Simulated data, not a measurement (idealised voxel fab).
Documented hereafter: the process module known as voxel spacer lines.
260 nm wide, 5 nm square cells: that's cross-section cut.
Heads up, the way a cross-section reads in here is a grid of square cells, handed over as bands from the top down, with every band being one or more rows of cells.
Read a band's entry like this: the first values are the height of its top and the height of its bottom in nm, and what follows is the sequence of materials from left to right, each with its width in nm. Note that "blank" is empty space, and that a single material marked "full width" reaches across the band from edge to edge.
It should be noted that heights are counted from 0, beneath which the wafer as supplied is of one material throughout, and that the lowest band possesses no lower boundary but continues downward, as written in "0 and below".
It should be noted that a width expressed as "30..40" varies in equal increments from row to row of cells within the band, taking the value of the first number at the top row and that of the second number at the bottom row.
Where the words "changes: none" appear for a step, the cross-section shows no cell changed by that step; every cell remained as before.
Heads up: "Closed empty spaces" only lists the empty pockets with no open path to the top that are 8 cells or more, and it writes them as width x height at distance, distance from the left edge, in nm.
Step line, after settings: the simulator's comment on this step.
"overlay nm" answers the question of how far to the right of plan the mask lay on a step that has a mask, and when it is negative the answer is to the left.
The steps planned for the process are as follows
1. RECEIVE [material Si]
2. CONFORMAL_DEP [material SiO2] [thk nm 5]
3. DIRECTIONAL_DEP [material TiN] [thk nm 15]
4. DIRECTIONAL_DEP [material aC] [thk nm 25]
5. PATTERN [tone cover] [mask id MANDREL] [material resist] [width nm 25] [pitch nm 80] [thk nm 35] [overlay nm 0]
6. DIRECTIONAL_ETCH [etch materials aC] [depth nm 25]
7. STRIP [etch materials resist]
8. CONFORMAL_DEP [material SiN] [thk nm 15]
9. DIRECTIONAL_ETCH [etch materials SiN] [depth nm 15]
10. STRIP [etch materials aC]
11. DIRECTIONAL_ETCH [etch materials TiN] [depth nm 15]
12. STRIP [etch materials SiN]
As received (post step 1): cross-section
> 0 and below = Si full width
> Closed empty spaces: none
Post-module cross-section of the first of two wafers (run per plan)
> 20 down to 5 = blank=20, TiN=15, blank=25, TiN=15, blank=25, TiN=15, blank=25, TiN=15, blank=25, TiN=15, blank=25, TiN=15, blank=25
> 5 down to 0 = SiO2 full width
> 0 and below = Si full width
> Closed empty spaces: none
The second wafer, shown in cross-section after the module: started the same way as the first and given the same plan, yet one mistake crept into how it was run
> 20 down to 5 = blank=20, TiN=15, blank=25, TiN=15, blank=25, TiN=15, blank=25, TiN=15, blank=25, TiN=15, blank=25, TiN=15, blank=25
> 5 down to 0 = aC full width
> 0 and below = Si full width
> Closed empty spaces: none
Run error: note that step 2 departed from the planned setting and was carried out as CONFORMAL_DEP [material aC] [thk nm 5]
Upon completion, the second wafer contains, in terms of cells, a greater or smaller amount of certain materials than the first wafer: 52 fewer of SiO2 | 52 more of aC
